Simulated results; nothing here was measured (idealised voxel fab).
Proc. module: voxel quadruple lines
For reference, the cross-section in this document is cut, with width 220 nm and square cells of 5 nm.
For the purposes of this document, a cross-section shall be understood as a grid of square cells, specified as bands listed in top-to-bottom order, each band consisting of one or more rows of cells. Basically the band line says how high the top is and how high the bottom is, in nm, and then what's in it from left to right, every material with its width in nm. Empty space shows up as "blank", and if a single material carries "full width" it runs the full band edge to edge. Height is counted from the level 0, under which the received wafer is composed throughout of one material. The lowest of the bands is not closed at the bottom but continues downward, in the notation "0 -> down". Top row gets the first number, bottom row gets the second, and each row in between changes by the same step: that is how a band width like "30 to 40" works. Reading "stayed the same" for a step: not a cell of the cross-section changed in it. So "Enclosed void entries" is basically the list of trapped voids: any empty space of 8 cells or more that can't reach the top through an opening. They're written width x height at distance, the distance being from the left edge, and it's all nm. Read whatever lies past the settings on a step's line as the simulator's own remark about the step. overlay nm: where the mask lay relative to plan, measured to the right, on steps with a mask; negatives go left.
Intended process steps
1: RECEIVE | material Si
2: CONFORMAL_DEP | material SiO2 | thk nm 5
3: DIRECTIONAL_DEP | material Ru | thk nm 10
4: DIRECTIONAL_DEP | material polySi | thk nm 20
5: DIRECTIONAL_DEP | material aC | thk nm 20
6: PATTERN | tone cover | mask id MANDREL | material resist | width nm 20 | pitch nm 60 | thk nm 30 | overlay nm -15
7: DIRECTIONAL_ETCH | etch materials aC | depth nm 20
8: STRIP | etch materials resist
9: CONFORMAL_DEP | material SiO2 | thk nm 10
10: DIRECTIONAL_ETCH | etch materials SiO2 | depth nm 10
11: STRIP | etch materials aC
12: DIRECTIONAL_ETCH | etch materials polySi | depth nm 20
13: STRIP | etch materials SiO2
14: CONFORMAL_DEP | material SiCN | thk nm 5
15: DIRECTIONAL_ETCH | etch materials SiCN | depth nm 5
16: STRIP | etch materials polySi
17: DIRECTIONAL_ETCH | etch materials Ru | depth nm 10
18: STRIP | etch materials SiCN
19: FILL_DEP | material lowk | thk nm 10
20: CMP | height nm 15
Wafers differ in overlay nm at step 6; plan lists the first wafer's value; identical starting state.
The first of several wafers in cross-section, exactly as it reached us after step 1
    0 -> down = Si full width
    Enclosed void entries: none
Module end state after final step 20: cross-section of the first of several wafers
    15 -> 5 = lowk=40  Ru=5  lowk=10  Ru=5  lowk=10  Ru=5  lowk=10  Ru=5  lowk=10  Ru=5  lowk=10  Ru=5  lowk=10  Ru=5  lowk=10  Ru=5  lowk=70
    5 -> 0 = SiO2 full width
    0 -> down = Si full width
    Enclosed void entries: none
A cross-section through the last wafer at the close of the module
    15 -> 5 = lowk=70  Ru=5  lowk=10  Ru=5  lowk=10  Ru=5  lowk=10  Ru=5  lowk=10  Ru=5  lowk=10  Ru=5  lowk=10  Ru=5  lowk=10  Ru=5  lowk=40
    5 -> 0 = SiO2 full width
    0 -> down = Si full width
    Enclosed void entries: none
Rows = wafers. At module end, each row lists per material the cells gained (+) or lost (-) since the wafer was received, then the closed voids
overlay nm -15 | +16 Ru | +44 SiO2 | +72 lowk | Enclosed void entries: none
overlay nm -10 | +16 Ru | +44 SiO2 | +72 lowk | Enclosed void entries: none
overlay nm -5 | +16 Ru | +44 SiO2 | +72 lowk | Enclosed void entries: none
overlay nm 0 | +16 Ru | +44 SiO2 | +72 lowk | Enclosed void entries: none
overlay nm 5 | +16 Ru | +44 SiO2 | +72 lowk | Enclosed void entries: none
overlay nm 10 | +16 Ru | +44 SiO2 | +72 lowk | Enclosed void entries: none
overlay nm 15 | +16 Ru | +44 SiO2 | +72 lowk | Enclosed void entries: none
